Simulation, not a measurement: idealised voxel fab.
The following process module bears the name voxel transistor to metal.
We display cut, a cross-section 175 nm in width whose square cells are each 5 nm.
Cross-section spec: square-cell grid; bands listed top down; each band is one or more rows.
The entry gives the band's vertical extent as a top height and a bottom height in nm, then its horizontal make-up as materials from left to right, each with a width in nm. "air" stands for empty space; a single material marked "edge to edge" fills the band edge to edge.
Height is counted from the level 0, under which the received wafer is composed throughout of one material. The lowest of the bands is not closed at the bottom but continues downward, in the notation "0..down".
With a width like "30..40", each row of cells in the band differs from the next by the same amount, the top row carrying the first number and the bottom row the second.
It should be understood that the words "no alteration", when stated for a given step, signify that the cross-section underwent no change in any of its cells during that step.
Listed in "Sealed internal cavities": every empty space of 8 or more cells without an open way to the top. Form: width x height at distance, the distance being from the left edge, all in nm.
Where a step's line continues beyond its settings, the continuation is a remark by the simulator itself on that step.
overlay nm: for a step with a mask, the amount by which the mask lay right of where it was planned; a negative amount means left of it.

HERE'S WHAT THE PLANNED PROCESS STEPS LOOK LIKE
1. RECEIVE,material Si
2. OXIDIZE,depth nm 5
3. CONFORMAL_DEP,material SiN,thk nm 10
4. DIRECTIONAL_DEP,material aC,thk nm 10
5. PATTERN,tone cover,mask id ACTIVE,material resist,width nm 105,thk nm 30,overlay nm 0
6. DIRECTIONAL_ETCH,etch materials aC,depth nm 10
7. STRIP,etch materials resist
8. DIRECTIONAL_ETCH,etch materials SiN,depth nm 10
9. DIRECTIONAL_ETCH,etch materials SiO2,depth nm 5
10. DIRECTIONAL_ETCH,etch materials Si,depth nm 25
11. STRIP,etch materials aC
12. FILL_DEP,material SiO2,thk nm 15
13. CMP,height nm 10
14. SELECTIVE_ETCH,etch materials SiO2,depth nm 5
15. STRIP,etch materials SiN
16. SELECTIVE_ETCH,etch materials SiO2,depth nm 5
17. OXIDIZE,depth nm 5
18. DIRECTIONAL_DEP,material polySi,thk nm 30
19. DIRECTIONAL_DEP,material SiCN,thk nm 15
20. PATTERN,tone cover,mask id GATE,material resist,width nm 15,thk nm 20,overlay nm 0
21. DIRECTIONAL_ETCH,etch materials SiCN,depth nm 25
22. DIRECTIONAL_ETCH,etch materials polySi,depth nm 40
23. STRIP,etch materials resist
24. CONFORMAL_DEP,material SiO2,thk nm 5
25. DIRECTIONAL_ETCH,etch materials SiO2,depth nm 5
26. CONFORMAL_DEP,material SiN,thk nm 10
27. DIRECTIONAL_ETCH,etch materials SiN,depth nm 10
28. DIRECTIONAL_ETCH,etch materials SiO2,depth nm 5
29. DIRECTIONAL_ETCH,etch materials Si,depth nm 15
30. EPI,material pSi,thk nm 20
31. FILL_DEP,material SiO2,thk nm 5
32. CMP,height nm 40
33. DIRECTIONAL_DEP,material SiO2,thk nm 15
34. PATTERN,tone open,mask id CONTACT,material resist,width nm 20,pitch nm 65,thk nm 20,overlay nm 0
35. DIRECTIONAL_ETCH,etch materials SiO2,depth nm 45
36. STRIP,etch materials resist
37. CONFORMAL_DEP,material TiN,thk nm 5
38. FILL_DEP,material Ru,thk nm 5
39. CMP,height nm 55
40. DIRECTIONAL_DEP,material TiN,thk nm 5
41. DIRECTIONAL_DEP,material Ru,thk nm 25
42. PATTERN,tone cover,mask id METAL_1,material resist,width nm 20,pitch nm 65,thk nm 20,overlay nm 0
43. DIRECTIONAL_ETCH,etch materials Ru,depth nm 25
44. DIRECTIONAL_ETCH,etch materials TiN,depth nm 5
45. STRIP,etch materials resist
46. FILL_DEP,material SiO2,thk nm 5
47. CMP,height nm 85
48. CONFORMAL_DEP,material SiN,thk nm 5

AS RECEIVED (POST STEP 1): CROSS-SECTION
- 0..down | Si edge to edge
- Sealed internal cavities: none

A WAFER AT THE END: THIS START, THIS PLAN, ONE MISTAKE
- 90..85 | SiN edge to edge
- 85..60 | SiO2 45 nm | Ru 20 nm | SiO2 45 nm | Ru 20 nm | SiO2 45 nm
- 60..55 | SiO2 45 nm | TiN 20 nm | SiO2 45 nm | TiN 20 nm | SiO2 45 nm
- 55..40 | SiO2 45 nm | TiN 5 nm | Ru 10 nm | TiN 5 nm | SiO2 45 nm | TiN 5 nm | Ru 10 nm | TiN 5 nm | SiO2 45 nm
- 40..30 | SiO2 45 nm | TiN 5 nm | Ru 10 nm | TiN 5 nm | SiN 10 nm | SiO2 5 nm | SiCN 15 nm | SiO2 5 nm | SiN 10 nm | TiN 5 nm | Ru 10 nm | TiN 5 nm | SiO2 45 nm
- 30..15 | SiO2 45 nm | TiN 5 nm | Ru 10 nm | TiN 5 nm | SiN 10 nm | SiO2 5 nm | polySi 15 nm | SiO2 5 nm | SiN 10 nm | TiN 5 nm | Ru 10 nm | TiN 5 nm | SiO2 45 nm
- 15..10 | SiO2 45 nm | TiN 20 nm | SiN 10 nm | SiO2 5 nm | polySi 15 nm | SiO2 5 nm | SiN 10 nm | TiN 20 nm | SiO2 45 nm
- 10..0 | SiO2 5 nm | pSi 30 nm | SiO2 30 nm | SiN 10 nm | SiO2 5 nm | polySi 15 nm | SiO2 5 nm | SiN 10 nm | SiO2 30 nm | pSi 30 nm | SiO2 5 nm
- 0..-5 | SiO2 5 nm | pSi 20 nm | SiN 10 nm | SiO2 105 nm | SiN 10 nm | pSi 20 nm | SiO2 5 nm
- -5..-10 | pSi 25 nm | SiO2 125 nm | pSi 25 nm
- -10..-25 | pSi 25 nm | Si 10 nm | SiO2 105 nm | Si 10 nm | pSi 25 nm
- -25..-30 | Si 35 nm | SiO2 105 nm | Si 35 nm
- -30..down | Si edge to edge
- Sealed internal cavities: none
Error vs. plan: planned and actual differ for step 5; actual: PATTERN,tone open,mask id ACTIVE,material resist,width nm 105,thk nm 30,overlay nm 0
